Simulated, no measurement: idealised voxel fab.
This is a process module. Its name is voxel tone inversion.
The cross-section shown here is cut; it is 210 nm wide and divided into square cells measuring 5 nm on a side.
For the purposes of this document, a cross-section shall be understood as a grid of square cells, specified as bands listed in top-to-bottom order, each band consisting of one or more rows of cells.
The entry gives the band's vertical extent as a top height and a bottom height in nm, then its horizontal make-up as materials from left to right, each with a width in nm. "empty" stands for empty space; a single material marked "full width" fills the band edge to edge.
A quick word on heights: they are counted from 0, and under that level the wafer as it came to us is one material throughout. The lowest band is different from the rest in having no bottom; it simply continues downward, written as in "from 0 down".
Read "30 to 40" as a graded width: first number on top, second number at the bottom, same change between each pair of neighbouring rows.
Given "same as before" for a step, no cell of the cross-section differs between before and after that step.
For the entry "Closed void catalog", the listed items are empty spaces with no open way to the top whose size is 8 cells or more; each item follows the pattern width x height at distance, where distance is from the left edge and all three are in nm.
If you see something after the settings on a step's line, that's the simulator's own remark about that step.
overlay nm, on a step with a mask: how far to the right of its planned place the mask lay; to the left if negative
### Planned process steps
step 1: RECEIVE, material Si
step 2: CONFORMAL_DEP, material SiCN, thk nm 5
step 3: DIRECTIONAL_DEP, material aC, thk nm 20
step 4: PATTERN, tone cover, mask id POSTS, material resist, width nm 15, pitch nm 45, thk nm 30, overlay nm 0
step 5: DIRECTIONAL_ETCH, etch materials aC, depth nm 20
step 6: STRIP, etch materials resist
step 7: FILL_DEP, material SiO2, thk nm 5
step 8: CMP, height nm 25
step 9: STRIP, etch materials aC
### The cross-section here shows the wafer as received, i.e. in its state after step 1
  from 0 down: Si full width
  Closed void catalog: none
### Run as planned - first of the two wafers cross-sectioned at the end of the module
  from 25 to 5: SiO2 75 nm, then empty 15 nm, then SiO2 30 nm, then empty 15 nm, then SiO2 75 nm
  from 5 to 0: SiCN full width
  from 0 down: Si full width
  Closed void catalog: none
### Cross-section of the latter of the two wafers at module completion. It had an identical start and an identical plan to the former; in running it, one mistake was made
  from 25 to 5: SiO2 70 nm, then empty 15 nm, then SiO2 30 nm, then empty 15 nm, then SiO2 80 nm
  from 5 to 0: SiCN full width
  from 0 down: Si full width
  Closed void catalog: none
It is concluded that the wafer was processed incorrectly with respect to the plan, in that not per plan at step 4, really ran PATTERN, tone cover, mask id POSTS, material resist, width nm 15, pitch nm 45, thk nm 30, overlay nm -5
Final state: per-material cell counts identical on both wafers; locations differ.
